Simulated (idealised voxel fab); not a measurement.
Presented below is a process module, voxel wiring stack.
In the cross-section labelled cut, the width is 160 nm and each square cell is 5 nm.
Cross-section spec: square-cell grid; bands listed top down; each band is one or more rows.
Band: top height; bottom height; in nm. Then, left to right: material with width in nm, for each material. "throughout": a single material spanning edge to edge. "blank": empty space.
Basically, 0 is our baseline, since under it the wafer straight out of the box is all one material. The bottom band has no lower end and keeps on going down, so it looks like "0 down".
Note: "30->40" means the width goes from the first number (top row of the band) to the second number (bottom row) in equal steps per row of cells.
No cell of the cross-section changed in a step that is given as "nothing different".
"Listed closed voids" specifies each empty space that is not open to the top and that occupies no fewer than 8 cells, using the form width x height at distance, the distance measured from the left edge and all three quantities in nm.
The remark found on a step's line after its settings is issued by the simulator itself and pertains to that step.
"overlay nm" on a masked step: distance the mask lay right of its planned place, negative for left.
Each pair of cross-sections that follows straddles one process step: the one shows the state before the step, the other the state after it, down to the lowest band that changed and no further. The step in question, and its settings, are given under the pair. Note that a pair is not necessarily a continuation of the pair above it, since pairs can come from different runs of this module on the same starting wafer; it is a continuation only where its entry headed "Before the step" says so.

### Before the step
  0 down  Si throughout
  Listed closed voids: none

### Post-Process View
  10 to 0  SiO2 throughout
  Rest of section, below 0: as before.
  Listed closed voids: none
Going from the before section above to the after section, the step was CONFORMAL_DEP | material SiO2 | thk nm 10

Before the step: no separate figure, the pair right above already shows it after its step.

### Post-Process View
  15 to 10  TiN throughout
  Rest of section, below 10: as before.
  Listed closed voids: none
Going from the before section above to the after section, the step was DIRECTIONAL_DEP | material TiN | thk nm 5

Before the step: no separate figure, the pair right above already shows it after its step.

### Post-Process View
  40 to 15  Ru throughout
  Rest of section, below 15: as before.
  Listed closed voids: none
Going from the before section above to the after section, the step was DIRECTIONAL_DEP | material Ru | thk nm 25

Before the step: no separate figure, the pair right above already shows it after its step.

### Post-Process View
  40 to 15  blank=15 | Ru=25 | blank=25 | Ru=25 | blank=25 | Ru=25 | blank=20
  Rest of section, below 15: as before.
  Listed closed voids: none
Going from the before section above to the after section, the step was MASKED_ETCH | tone cover | mask id METAL_1 | width nm 25 | pitch nm 50 | etch materials Ru | depth nm 25 | overlay nm 0

Before the step: no separate figure, the pair right above already shows it after its step.

### Post-Process View
  40 to 15  blank=15 | Ru=25 | blank=25 | Ru=25 | blank=25 | Ru=25 | blank=20
  15 to 10  blank=15 | TiN=25 | blank=25 | TiN=25 | blank=25 | TiN=25 | blank=20
  Rest of section, below 10: as before.
  Listed closed voids: none
Going from the before section above to the after section, the step was MASKED_ETCH | tone cover | mask id METAL_1 | width nm 25 | pitch nm 50 | etch materials TiN | depth nm 5 | overlay nm 0

Before the step: no separate figure, the pair right above already shows it after its step.

### Post-Process View
  45 to 40  blank=10 | SiN=35 | blank=15 | SiN=35 | blank=15 | SiN=35 | blank=15
  40 to 15  blank=10 | SiN=5 | Ru=25 | SiN=5 | blank=15 | SiN=5 | Ru=25 | SiN=5 | blank=15 | SiN=5 | Ru=25 | SiN=5 | blank=15
  15 to 10  SiN=15 | TiN=25 | SiN=25 | TiN=25 | SiN=25 | TiN=25 | SiN=20
  Rest of section, below 10: as before.
  Listed closed voids: none
Going from the before section above to the after section, the step was CONFORMAL_DEP | material SiN | thk nm 5

Before the step: no separate figure, the pair right above already shows it after its step.

### Post-Process View
  50 to 45  lowk throughout
  45 to 40  lowk=10 | SiN=35 | lowk=15 | SiN=35 | lowk=15 | SiN=35 | lowk=15
  40 to 15  lowk=10 | SiN=5 | Ru=25 | SiN=5 | lowk=15 | SiN=5 | Ru=25 | SiN=5 | lowk=15 | SiN=5 | Ru=25 | SiN=5 | lowk=15
  Rest of section, below 15: as before.
  Listed closed voids: none
Going from the before section above to the after section, the step was FILL_DEP | material lowk | thk nm 5

Before the step: no separate figure, the pair right above already shows it after its step.

### Post-Process View
  40 to 15  lowk=10 | SiN=5 | Ru=25 | SiN=5 | lowk=15 | SiN=5 | Ru=25 | SiN=5 | lowk=15 | SiN=5 | Ru=25 | SiN=5 | lowk=15
  Rest of section, below 15: as before.
  Listed closed voids: none
Going from the before section above to the after section, the step was CMP | height nm 40

Before the step: no separate figure, the pair right above already shows it after its step.

### Post-Process View
  45 to 40  SiCN throughout
  Rest of section, below 40: as before.
  Listed closed voids: none
Going from the before section above to the after section, the step was CONFORMAL_DEP | material SiCN | thk nm 5

Before the step: no separate figure, the pair right above already shows it after its step.

### Post-Process View
  80 to 45  SiO2 throughout
  Rest of section, below 45: as before.
  Listed closed voids: none
Going from the before section above to the after section, the step was DIRECTIONAL_DEP | material SiO2 | thk nm 35

Before the step: no separate figure, the pair right above already shows it after its step.

### Post-Process View
  90 to 80  aC throughout
  Rest of section, below 80: as before.
  Listed closed voids: none
Going from the before section above to the after section, the step was DIRECTIONAL_DEP | material aC | thk nm 10

Before the step: no separate figure, the pair right above already shows it after its step.

### Post-Process View
  120 to 90  resist=15 | blank=15 | resist=85 | blank=15 | resist=30
  Rest of section, below 90: as before.
  Listed closed voids: none
Going from the before section above to the after section, the step was PATTERN | tone open | mask id METAL_2_HOLES | material resist | width nm 15 | pitch nm 100 | thk nm 30 | overlay nm 0

Before the step: no separate figure, the pair right above already shows it after its step.

### Post-Process View
  110 to 90  resist=15 | blank=15 | resist=85 | blank=15 | resist=30
  90 to 80  aC=15 | blank=15 | aC=85 | blank=15 | aC=30
  Rest of section, below 80: as before.
  Listed closed voids: none
Going from the before section above to the after section, the step was DIRECTIONAL_ETCH | etch materials aC | depth nm 10

Before the step: no separate figure, the pair right above already shows it after its step.

### Post-Process View
  90 to 80  aC=15 | blank=15 | aC=85 | blank=15 | aC=30
  Rest of section, below 80: as before.
  Listed closed voids: none
Going from the before section above to the after section, the step was STRIP | etch materials resist

Before the step: no separate figure, the pair right above already shows it after its step.

### Post-Process View
  90 to 80  aC=15 | blank=15 | aC=85 | blank=15 | aC=30
  80 to 45  SiO2=15 | blank=15 | SiO2=85 | blank=15 | SiO2=30
  Rest of section, below 45: as before.
  Listed closed voids: none
Going from the before section above to the after section, the step was DIRECTIONAL_ETCH | etch materials SiO2 | depth nm 35

Before the step: no separate figure, the pair right above already shows it after its step.

### Post-Process View
  80 to 45  SiO2=15 | blank=15 | SiO2=85 | blank=15 | SiO2=30
  Rest of section, below 45: as before.
  Listed closed voids: none
Going from the before section above to the after section, the step was STRIP | etch materials aC

Before the step: no separate figure, the pair right above already shows it after its step.

### Post-Process View
  95 to 80  resist=15 | blank=25 | resist=25 | blank=25 | resist=25 | blank=25 | resist=20
  Rest of section, below 80: as before.
  Listed closed voids: none
Going from the before section above to the after section, the step was PATTERN | tone open | mask id METAL_2 | material resist | width nm 25 | pitch nm 50 | thk nm 15 | overlay nm 0

Before the step: no separate figure, the pair right above already shows it after its step.

### Post-Process View
  95 to 80  resist=15 | blank=25 | resist=25 | blank=25 | resist=25 | blank=25 | resist=20
  80 to 60  SiO2=15 | blank=25 | SiO2=25 | blank=25 | SiO2=25 | blank=25 | SiO2=20
  Rest of section, below 60: as before.
  Listed closed voids: none
Going from the before section above to the after section, the step was DIRECTIONAL_ETCH | etch materials SiO2 | depth nm 20

Before the step: no separate figure, the pair right above already shows it after its step.

### Post-Process View
  95 to 80  resist=15 | blank=25 | resist=25 | blank=25 | resist=25 | blank=25 | resist=20
  80 to 60  SiO2=15 | blank=25 | SiO2=25 | blank=25 | SiO2=25 | blank=25 | SiO2=20
  60 to 45  SiO2=15 | blank=15 | SiO2=85 | blank=15 | SiO2=30
  45 to 40  SiCN=15 | blank=15 | SiCN=85 | blank=15 | SiCN=30
  Rest of section, below 40: as before.
  Listed closed voids: none
Going from the before section above to the after section, the step was DIRECTIONAL_ETCH | etch materials SiCN | depth nm 5

Before the step: no separate figure, the pair right above already shows it after its step.

### Post-Process View
  80 to 60  SiO2=15 | blank=25 | SiO2=25 | blank=25 | SiO2=25 | blank=25 | SiO2=20
  Rest of section, below 60: as before.
  Listed closed voids: none
Going from the before section above to the after section, the step was STRIP | etch materials resist

Before the step: no separate figure, the pair right above already shows it after its step.

### Post-Process View
  85 to 80  TiN=20 | blank=15 | TiN=35 | blank=15 | TiN=35 | blank=15 | TiN=25
  80 to 65  SiO2=15 | TiN=5 | blank=15 | TiN=5 | SiO2=25 | TiN=5 | blank=15 | TiN=5 | SiO2=25 | TiN=5 | blank=15 | TiN=5 | SiO2=20
  65 to 60  SiO2=15 | TiN=5 | blank=5 | TiN=15 | SiO2=25 | TiN=25 | SiO2=25 | TiN=5 | blank=5 | TiN=15 | SiO2=20
  60 to 45  SiO2=15 | TiN=5 | blank=5 | TiN=5 | SiO2=85 | TiN=5 | blank=5 | TiN=5 | SiO2=30
  45 to 40  SiCN=15 | TiN=15 | SiCN=85 | TiN=15 | SiCN=30
  Rest of section, below 40: as before.
  Listed closed voids: none
Going from the before section above to the after section, the step was CONFORMAL_DEP | material TiN | thk nm 5

Before the step: no separate figure, the pair right above already shows it after its step.

### Post-Process View
  95 to 85  Cu throughout
  85 to 80  TiN=20 | Cu=15 | TiN=35 | Cu=15 | TiN=35 | Cu=15 | TiN=25
  80 to 65  SiO2=15 | TiN=5 | Cu=15 | TiN=5 | SiO2=25 | TiN=5 | Cu=15 | TiN=5 | SiO2=25 | TiN=5 | Cu=15 | TiN=5 | SiO2=20
  65 to 60  SiO2=15 | TiN=5 | Cu=5 | TiN=15 | SiO2=25 | TiN=25 | SiO2=25 | TiN=5 | Cu=5 | TiN=15 | SiO2=20
  60 to 45  SiO2=15 | TiN=5 | Cu=5 | TiN=5 | SiO2=85 | TiN=5 | Cu=5 | TiN=5 | SiO2=30
  Rest of section, below 45: as before.
  Listed closed voids: none
Going from the before section above to the after section, the step was FILL_DEP | material Cu | thk nm 10

Before the step: no separate figure, the pair right above already shows it after its step.

### Post-Process View
  80 to 65  SiO2=15 | TiN=5 | Cu=15 | TiN=5 | SiO2=25 | TiN=5 | Cu=15 | TiN=5 | SiO2=25 | TiN=5 | Cu=15 | TiN=5 | SiO2=20
  Rest of section, below 65: as before.
  Listed closed voids: none
Going from the before section above to the after section, the step was CMP | height nm 80

Before the step: no separate figure, the pair right above already shows it after its step.

### Post-Process View
  85 to 80  SiCN throughout
  Rest of section, below 80: as before.
  Listed closed voids: none
Going from the before section above to the after section, the step was CONFORMAL_DEP | material SiCN | thk nm 5

Before the step: no separate figure, the pair right above already shows it after its step.

### Post-Process View
  115 to 85  SiO2 throughout
  Rest of section, below 85: as before.
  Listed closed voids: none
Going from the before section above to the after section, the step was DIRECTIONAL_DEP | material SiO2 | thk nm 30

Before the step: no separate figure, the pair right above already shows it after its step.

### Post-Process View
  115 to 100  SiO2=15 | blank=25 | SiO2=25 | blank=25 | SiO2=25 | blank=25 | SiO2=20
  Rest of section, below 100: as before.
  Listed closed voids: none
Going from the before section above to the after section, the step was MASKED_ETCH | tone open | mask id METAL_3 | width nm 25 | pitch nm 50 | etch materials SiO2 | depth nm 15 | overlay nm 0

Before the step: no separate figure, the pair right above already shows it after its step.

### Post-Process View
  125 to 115  aC=15 | blank=25 | aC=25 | blank=25 | aC=25 | blank=25 | aC=20
  115 to 110  SiO2=15 | blank=25 | SiO2=25 | blank=25 | SiO2=25 | blank=25 | SiO2=20
  110 to 100  SiO2=15 | aC=25 | SiO2=25 | aC=25 | SiO2=25 | aC=25 | SiO2=20
  Rest of section, below 100: as before.
  Listed closed voids: none
Going from the before section above to the after section, the step was DIRECTIONAL_DEP | material aC | thk nm 10

Before the step: no separate figure, the pair right above already shows it after its step.

### Post-Process View
  155 to 125  resist=15 | blank=15 | resist=85 | blank=15 | resist=30
  125 to 115  aC=15 | blank=15 | resist=10 | aC=25 | resist=25 | aC=25 | blank=15 | resist=10 | aC=20
  115 to 110  SiO2=15 | blank=15 | resist=10 | SiO2=25 | resist=25 | SiO2=25 | blank=15 | resist=10 | SiO2=20
  Rest of section, below 110: as before.
  Listed closed voids: none
Going from the before section above to the after section, the step was PATTERN | tone open | mask id METAL_3_HOLES | material resist | width nm 15 | pitch nm 100 | thk nm 30 | overlay nm 0

Before the step: no separate figure, the pair right above already shows it after its step.

### Post-Process View
  145 to 125  resist=15 | blank=15 | resist=85 | blank=15 | resist=30
  125 to 115  aC=15 | blank=15 | resist=10 | aC=25 | resist=25 | aC=25 | blank=15 | resist=10 | aC=20
  115 to 110  SiO2=15 | blank=15 | resist=10 | SiO2=25 | resist=25 | SiO2=25 | blank=15 | resist=10 | SiO2=20
  110 to 100  SiO2=15 | blank=15 | aC=10 | SiO2=25 | aC=25 | SiO2=25 | blank=15 | aC=10 | SiO2=20
  Rest of section, below 100: as before.
  Listed closed voids: none
Going from the before section above to the after section, the step was DIRECTIONAL_ETCH | etch materials aC | depth nm 10

Before the step: no separate figure, the pair right above already shows it after its step.

### Post-Process View
  125 to 115  aC=15 | blank=25 | aC=25 | blank=25 | aC=25 | blank=25 | aC=20
  115 to 110  SiO2=15 | blank=25 | SiO2=25 | blank=25 | SiO2=25 | blank=25 | SiO2=20
  Rest of section, below 110: as before.
  Listed closed voids: none
Going from the before section above to the after section, the step was STRIP | etch materials resist

Before the step: no separate figure, the pair right above already shows it after its step.

### Post-Process View
  125 to 115  aC=15 | blank=25 | aC=25 | blank=25 | aC=25 | blank=25 | aC=20
  115 to 110  SiO2=15 | blank=25 | SiO2=25 | blank=25 | SiO2=25 | blank=25 | SiO2=20
  110 to 100  SiO2=15 | blank=15 | aC=10 | SiO2=25 | aC=25 | SiO2=25 | blank=15 | aC=10 | SiO2=20
  100 to 85  SiO2=15 | blank=15 | SiO2=85 | blank=15 | SiO2=30
  Rest of section, below 85: as before.
  Listed closed voids: none
Going from the before section above to the after section, the step was DIRECTIONAL_ETCH | etch materials SiO2 | depth nm 15

Before the step: no separate figure, the pair right above already shows it after its step.

### Post-Process View
  125 to 115  aC=15 | blank=25 | aC=25 | blank=25 | aC=25 | blank=25 | aC=20
  115 to 110  SiO2=15 | blank=25 | SiO2=25 | blank=25 | SiO2=25 | blank=25 | SiO2=20
  110 to 100  SiO2=15 | blank=15 | aC=10 | SiO2=25 | aC=25 | SiO2=25 | blank=15 | aC=10 | SiO2=20
  100 to 85  SiO2=15 | blank=15 | SiO2=85 | blank=15 | SiO2=30
  85 to 80  SiCN=15 | blank=15 | SiCN=85 | blank=15 | SiCN=30
  Rest of section, below 80: as before.
  Listed closed voids: none
Going from the before section above to the after section, the step was DIRECTIONAL_ETCH | etch materials SiCN | depth nm 5

Before the step: no separate figure, the pair right above already shows it after its step.

### Post-Process View
  115 to 100  SiO2=15 | blank=25 | SiO2=25 | blank=25 | SiO2=25 | blank=25 | SiO2=20
  Rest of section, below 100: as before.
  Listed closed voids: none
Going from the before section above to the after section, the step was STRIP | etch materials aC

Before the step: no separate figure, the pair right above already shows it after its step.

### Post-Process View
  120 to 115  TiN=20 | blank=15 | TiN=35 | blank=15 | TiN=35 | blank=15 | TiN=25
  115 to 105  SiO2=15 | TiN=5 | blank=15 | TiN=5 | SiO2=25 | TiN=5 | blank=15 | TiN=5 | SiO2=25 | TiN=5 | blank=15 | TiN=5 | SiO2=20
  105 to 100  SiO2=15 | TiN=5 | blank=5 | TiN=15 | SiO2=25 | TiN=25 | SiO2=25 | TiN=5 | blank=5 | TiN=15 | SiO2=20
  100 to 85  SiO2=15 | TiN=5 | blank=5 | TiN=5 | SiO2=85 | TiN=5 | blank=5 | TiN=5 | SiO2=30
  85 to 80  SiCN=15 | TiN=15 | SiCN=85 | TiN=15 | SiCN=30
  Rest of section, below 80: as before.
  Listed closed voids: none
Going from the before section above to the after section, the step was CONFORMAL_DEP | material TiN | thk nm 5

Before the step: no separate figure, the pair right above already shows it after its step.

### Post-Process View
  125 to 120  Ru throughout
  120 to 115  TiN=20 | Ru=15 | TiN=35 | Ru=15 | TiN=35 | Ru=15 | TiN=25
  115 to 105  SiO2=15 | TiN=5 | Ru=15 | TiN=5 | SiO2=25 | TiN=5 | Ru=15 | TiN=5 | SiO2=25 | TiN=5 | Ru=15 | TiN=5 | SiO2=20
  105 to 100  SiO2=15 | TiN=5 | Ru=5 | TiN=15 | SiO2=25 | TiN=25 | SiO2=25 | TiN=5 | Ru=5 | TiN=15 | SiO2=20
  100 to 85  SiO2=15 | TiN=5 | Ru=5 | TiN=5 | SiO2=85 | TiN=5 | Ru=5 | TiN=5 | SiO2=30
  Rest of section, below 85: as before.
  Listed closed voids: none
Going from the before section above to the after section, the step was FILL_DEP | material Ru | thk nm 5

Before the step: no separate figure, the pair right above already shows it after its step.

### Post-Process View
  115 to 105  SiO2=15 | TiN=5 | Ru=15 | TiN=5 | SiO2=25 | TiN=5 | Ru=15 | TiN=5 | SiO2=25 | TiN=5 | Ru=15 | TiN=5 | SiO2=20
  Rest of section, below 105: as before.
  Listed closed voids: none
Going from the before section above to the after section, the step was CMP | height nm 115

Before the step: no separate figure, the pair right above already shows it after its step.

### Post-Process View
  120 to 115  SiCN throughout
  Rest of section, below 115: as before.
  Listed closed voids: none
Going from the before section above to the after section, the step was CONFORMAL_DEP | material SiCN | thk nm 5

Before the step: no separate figure, the pair right above already shows it after its step.

### Post-Process View
  145 to 120  lowk throughout
  Rest of section, below 120: as before.
  Listed closed voids: none
Going from the before section above to the after section, the step was DIRECTIONAL_DEP | material lowk | thk nm 25

Before the step: no separate figure, the pair right above already shows it after its step.

### Post-Process View
  160 to 145  aC throughout
  Rest of section, below 145: as before.
  Listed closed voids: none
Going from the before section above to the after section, the step was DIRECTIONAL_DEP | material aC | thk nm 15

Before the step: no separate figure, the pair right above already shows it after its step.

### Post-Process View
  190 to 160  resist=15 | blank=15 | resist=85 | blank=15 | resist=30
  Rest of section, below 160: as before.
  Listed closed voids: none
Going from the before section above to the after section, the step was PATTERN | tone open | mask id METAL_4_HOLES | material resist | width nm 15 | pitch nm 100 | thk nm 30 | overlay nm 0

Before the step: no separate figure, the pair right above already shows it after its step.

### Post-Process View
  175 to 160  resist=15 | blank=15 | resist=85 | blank=15 | resist=30
  160 to 145  aC=15 | blank=15 | aC=85 | blank=15 | aC=30
  Rest of section, below 145: as before.
  Listed closed voids: none
Going from the before section above to the after section, the step was DIRECTIONAL_ETCH | etch materials aC | depth nm 15

Before the step: no separate figure, the pair right above already shows it after its step.

### Post-Process View
  160 to 145  aC=15 | blank=15 | aC=85 | blank=15 | aC=30
  Rest of section, below 145: as before.
  Listed closed voids: none
Going from the before section above to the after section, the step was STRIP | etch materials resist

Before the step: no separate figure, the pair right above already shows it after its step.

### Post-Process View
  160 to 145  aC=15 | blank=15 | aC=85 | blank=15 | aC=30
  145 to 120  lowk=15 | blank=15 | lowk=85 | blank=15 | lowk=30
  Rest of section, below 120: as before.
  Listed closed voids: none
Going from the before section above to the after section, the step was DIRECTIONAL_ETCH | etch materials lowk | depth nm 25

Before the step: no separate figure, the pair right above already shows it after its step.

### Post-Process View
  145 to 120  lowk=15 | blank=15 | lowk=85 | blank=15 | lowk=30
  Rest of section, below 120: as before.
  Listed closed voids: none
Going from the before section above to the after section, the step was STRIP | etch materials aC

Before the step: no separate figure, the pair right above already shows it after its step.

### Post-Process View
  160 to 145  aC=15 | blank=15 | aC=85 | blank=15 | aC=30
  145 to 135  lowk=15 | blank=15 | lowk=85 | blank=15 | lowk=30
  135 to 120  lowk=15 | aC=15 | lowk=85 | aC=15 | lowk=30
  Rest of section, below 120: as before.
  Listed closed voids: none
Going from the before section above to the after section, the step was DIRECTIONAL_DEP | material aC | thk nm 15

Before the step: no separate figure, the pair right above already shows it after its step.

### Post-Process View
  190 to 160  resist=15 | blank=25 | resist=25 | blank=25 | resist=25 | blank=25 | resist=20
  Rest of section, below 160: as before.
  Listed closed voids: none
Going from the before section above to the after section, the step was PATTERN | tone open | mask id METAL_4 | material resist | width nm 25 | pitch nm 50 | thk nm 30 | overlay nm 0

Before the step: no separate figure, the pair right above already shows it after its step.

### Post-Process View
  175 to 160  resist=15 | blank=25 | resist=25 | blank=25 | resist=25 | blank=25 | resist=20
  160 to 145  aC=15 | blank=25 | aC=25 | blank=25 | aC=25 | blank=25 | aC=20
  145 to 120  lowk=15 | blank=15 | lowk=85 | blank=15 | lowk=30
  Rest of section, below 120: as before.
  Listed closed voids: none
Going from the before section above to the after section, the step was DIRECTIONAL_ETCH | etch materials aC | depth nm 15

Before the step: no separate figure, the pair right above already shows it after its step.

### Post-Process View
  160 to 145  aC=15 | blank=25 | aC=25 | blank=25 | aC=25 | blank=25 | aC=20
  Rest of section, below 145: as before.
  Listed closed voids: none
Going from the before section above to the after section, the step was STRIP | etch materials resist

Before the step: no separate figure, the pair right above already shows it after its step.

### Post-Process View
  160 to 145  aC=15 | blank=25 | aC=25 | blank=25 | aC=25 | blank=25 | aC=20
  145 to 130  lowk=15 | blank=25 | lowk=25 | blank=25 | lowk=25 | blank=25 | lowk=20
  Rest of section, below 130: as before.
  Listed closed voids: none
Going from the before section above to the after section, the step was DIRECTIONAL_ETCH | etch materials lowk | depth nm 15

Before the step: no separate figure, the pair right above already shows it after its step.

### Post-Process View
  160 to 145  aC=15 | blank=25 | aC=25 | blank=25 | aC=25 | blank=25 | aC=20
  145 to 130  lowk=15 | blank=25 | lowk=25 | blank=25 | lowk=25 | blank=25 | lowk=20
  130 to 120  lowk=15 | blank=15 | lowk=85 | blank=15 | lowk=30
  120 to 115  SiCN=15 | blank=15 | SiCN=85 | blank=15 | SiCN=30
  Rest of section, below 115: as before.
  Listed closed voids: none
Going from the before section above to the after section, the step was DIRECTIONAL_ETCH | etch materials SiCN | depth nm 5

Before the step: no separate figure, the pair right above already shows it after its step.

### Post-Process View
  145 to 130  lowk=15 | blank=25 | lowk=25 | blank=25 | lowk=25 | blank=25 | lowk=20
  Rest of section, below 130: as before.
  Listed closed voids: none
Going from the before section above to the after section, the step was STRIP | etch materials aC

Before the step: no separate figure, the pair right above already shows it after its step.

### Post-Process View
  150 to 145  TiN=20 | blank=15 | TiN=35 | blank=15 | TiN=35 | blank=15 | TiN=25
  145 to 135  lowk=15 | TiN=5 | blank=15 | TiN=5 | lowk=25 | TiN=5 | blank=15 | TiN=5 | lowk=25 | TiN=5 | blank=15 | TiN=5 | lowk=20
  135 to 130  lowk=15 | TiN=5 | blank=5 | TiN=15 | lowk=25 | TiN=25 | lowk=25 | TiN=5 | blank=5 | TiN=15 | lowk=20
  130 to 120  lowk=15 | TiN=5 | blank=5 | TiN=5 | lowk=85 | TiN=5 | blank=5 | TiN=5 | lowk=30
  120 to 115  SiCN=15 | TiN=15 | SiCN=85 | TiN=15 | SiCN=30
  Rest of section, below 115: as before.
  Listed closed voids: none
Going from the before section above to the after section, the step was CONFORMAL_DEP | material TiN | thk nm 5

Before the step: no separate figure, the pair right above already shows it after its step.

### Post-Process View
  160 to 150  Ru throughout
  150 to 145  TiN=20 | Ru=15 | TiN=35 | Ru=15 | TiN=35 | Ru=15 | TiN=25
  145 to 135  lowk=15 | TiN=5 | Ru=15 | TiN=5 | lowk=25 | TiN=5 | Ru=15 | TiN=5 | lowk=25 | TiN=5 | Ru=15 | TiN=5 | lowk=20
  135 to 130  lowk=15 | TiN=5 | Ru=5 | TiN=15 | lowk=25 | TiN=25 | lowk=25 | TiN=5 | Ru=5 | TiN=15 | lowk=20
  130 to 120  lowk=15 | TiN=5 | Ru=5 | TiN=5 | lowk=85 | TiN=5 | Ru=5 | TiN=5 | lowk=30
  Rest of section, below 120: as before.
  Listed closed voids: none
Going from the before section above to the after section, the step was FILL_DEP | material Ru | thk nm 10

Before the step: no separate figure, the pair right above already shows it after its step.

### Post-Process View
  145 to 135  lowk=15 | TiN=5 | Ru=15 | TiN=5 | lowk=25 | TiN=5 | Ru=15 | TiN=5 | lowk=25 | TiN=5 | Ru=15 | TiN=5 | lowk=20
  Rest of section, below 135: as before.
  Listed closed voids: none
Going from the before section above to the after section, the step was CMP | height nm 145

Before the step: no separate figure, the pair right above already shows it after its step.

### Post-Process View
  150 to 145  SiN throughout
  Rest of section, below 145: as before.
  Listed closed voids: none
Going from the before section above to the after section, the step was CONFORMAL_DEP | material SiN | thk nm 5

### Before the step
  160 to 150  Ru throughout
  150 to 145  TiN=20 | Ru=15 | TiN=35 | Ru=15 | TiN=35 | Ru=15 | TiN=25
  145 to 135  lowk=15 | TiN=5 | Ru=15 | TiN=5 | lowk=25 | TiN=5 | Ru=15 | TiN=5 | lowk=25 | TiN=5 | Ru=15 | TiN=5 | lowk=20
  135 to 130  lowk=15 | TiN=5 | Ru=5 | TiN=15 | lowk=25 | TiN=25 | lowk=25 | TiN=5 | Ru=5 | TiN=15 | lowk=20
  130 to 120  lowk=15 | TiN=5 | Ru=5 | TiN=5 | lowk=85 | TiN=5 | Ru=5 | TiN=5 | lowk=30
  120 to 115  SiCN=15 | TiN=15 | SiCN=85 | TiN=15 | SiCN=30
  115 to 105  SiO2=15 | TiN=5 | Ru=15 | TiN=5 | SiO2=25 | TiN=5 | Ru=15 | TiN=5 | SiO2=25 | TiN=5 | Ru=15 | TiN=5 | SiO2=20
  105 to 100  SiO2=15 | TiN=5 | Ru=5 | TiN=15 | SiO2=25 | TiN=25 | SiO2=25 | TiN=5 | Ru=5 | TiN=15 | SiO2=20
  100 to 85  SiO2=15 | TiN=5 | Ru=5 | TiN=5 | SiO2=85 | TiN=5 | Ru=5 | TiN=5 | SiO2=30
  85 to 80  SiCN=15 | TiN=15 | SiCN=85 | TiN=15 | SiCN=30
  80 to 65  SiO2=15 | TiN=5 | Cu=15 | TiN=5 | SiO2=25 | TiN=5 | Cu=15 | TiN=5 | SiO2=25 | TiN=5 | Cu=15 | TiN=5 | SiO2=20
  65 to 60  SiO2=15 | TiN=5 | Cu=5 | TiN=15 | SiO2=25 | TiN=25 | SiO2=25 | TiN=5 | Cu=5 | TiN=15 | SiO2=20
  60 to 45  SiO2=15 | TiN=5 | Cu=5 | TiN=5 | SiO2=85 | TiN=5 | Cu=5 | TiN=5 | SiO2=30
  45 to 40  SiCN=15 | TiN=15 | SiCN=85 | TiN=15 | SiCN=30
  40 to 15  lowk=10 | SiN=5 | Ru=25 | SiN=5 | lowk=15 | SiN=5 | Ru=25 | SiN=5 | lowk=15 | SiN=5 | Ru=25 | SiN=5 | lowk=15
  15 to 10  SiN=15 | TiN=25 | SiN=25 | TiN=25 | SiN=25 | TiN=25 | SiN=20
  10 to 0  SiO2 throughout
  0 down  Si throughout
  Listed closed voids: none

### Post-Process View
  165 to 160  SiN throughout
  Rest of section, below 160: as before.
  Listed closed voids: none
Going from the before section above to the after section, the step was CONFORMAL_DEP | material SiN | thk nm 5

### Before the step
  115 to 100  SiO2=15 | blank=25 | SiO2=25 | blank=25 | SiO2=25 | blank=25 | SiO2=20
  100 to 85  SiO2 throughout
  85 to 80  SiCN throughout
  80 to 65  SiO2=15 | TiN=5 | Cu=15 | TiN=5 | SiO2=25 | TiN=5 | Cu=15 | TiN=5 | SiO2=25 | TiN=5 | Cu=15 | TiN=5 | SiO2=20
  65 to 60  SiO2=15 | TiN=5 | Cu=5 | TiN=15 | SiO2=25 | TiN=25 | SiO2=25 | TiN=5 | Cu=5 | TiN=15 | SiO2=20
  60 to 45  SiO2=15 | TiN=5 | Cu=5 | TiN=5 | SiO2=85 | TiN=5 | Cu=5 | TiN=5 | SiO2=30
  45 to 40  SiCN=15 | TiN=15 | SiCN=85 | TiN=15 | SiCN=30
  40 to 15  lowk=10 | SiN=5 | Ru=25 | SiN=5 | lowk=15 | SiN=5 | Ru=25 | SiN=5 | lowk=15 | SiN=5 | Ru=25 | SiN=5 | lowk=15
  15 to 10  SiN=15 | TiN=25 | SiN=25 | TiN=25 | SiN=25 | TiN=25 | SiN=20
  10 to 0  SiO2 throughout
  0 down  Si throughout
  Listed closed voids: none

### Post-Process View
  115 to 85  SiO2=15 | blank=25 | SiO2=25 | blank=25 | SiO2=25 | blank=25 | SiO2=20
  Rest of section, below 85: as before.
  Listed closed voids: none
Going from the before section above to the after section, the step was MASKED_ETCH | tone open | mask id METAL_3 | width nm 25 | pitch nm 50 | etch materials SiO2 | depth nm 15 | overlay nm 0

Before the step: no separate figure, the pair right above already shows it after its step.

### Post-Process View
  125 to 115  aC=15 | blank=25 | aC=25 | blank=25 | aC=25 | blank=25 | aC=20
  115 to 95  SiO2=15 | blank=25 | SiO2=25 | blank=25 | SiO2=25 | blank=25 | SiO2=20
  95 to 85  SiO2=15 | aC=25 | SiO2=25 | aC=25 | SiO2=25 | aC=25 | SiO2=20
  Rest of section, below 85: as before.
  Listed closed voids: none
Going from the before section above to the after section, the step was DIRECTIONAL_DEP | material aC | thk nm 10

Before the step: no separate figure, the pair right above already shows it after its step.

### Post-Process View
  155 to 125  resist=15 | blank=15 | resist=85 | blank=15 | resist=30
  125 to 115  aC=15 | blank=15 | resist=10 | aC=25 | resist=25 | aC=25 | blank=15 | resist=10 | aC=20
  115 to 95  SiO2=15 | blank=15 | resist=10 | SiO2=25 | resist=25 | SiO2=25 | blank=15 | resist=10 | SiO2=20
  Rest of section, below 95: as before.
  Listed closed voids: none
Going from the before section above to the after section, the step was PATTERN | tone open | mask id METAL_3_HOLES | material resist | width nm 15 | pitch nm 100 | thk nm 30 | overlay nm 0

Before the step: no separate figure, the pair right above already shows it after its step.

### Post-Process View
  145 to 125  resist=15 | blank=15 | resist=85 | blank=15 | resist=30
  125 to 115  aC=15 | blank=15 | resist=10 | aC=25 | resist=25 | aC=25 | blank=15 | resist=10 | aC=20
  115 to 95  SiO2=15 | blank=15 | resist=10 | SiO2=25 | resist=25 | SiO2=25 | blank=15 | resist=10 | SiO2=20
  95 to 85  SiO2=15 | blank=15 | aC=10 | SiO2=25 | aC=25 | SiO2=25 | blank=15 | aC=10 | SiO2=20
  Rest of section, below 85: as before.
  Listed closed voids: none
Going from the before section above to the after section, the step was DIRECTIONAL_ETCH | etch materials aC | depth nm 10

Before the step: no separate figure, the pair right above already shows it after its step.

### Post-Process View
  125 to 115  aC=15 | blank=25 | aC=25 | blank=25 | aC=25 | blank=25 | aC=20
  115 to 95  SiO2=15 | blank=25 | SiO2=25 | blank=25 | SiO2=25 | blank=25 | SiO2=20
  Rest of section, below 95: as before.
  Listed closed voids: none
Going from the before section above to the after section, the step was STRIP | etch materials resist
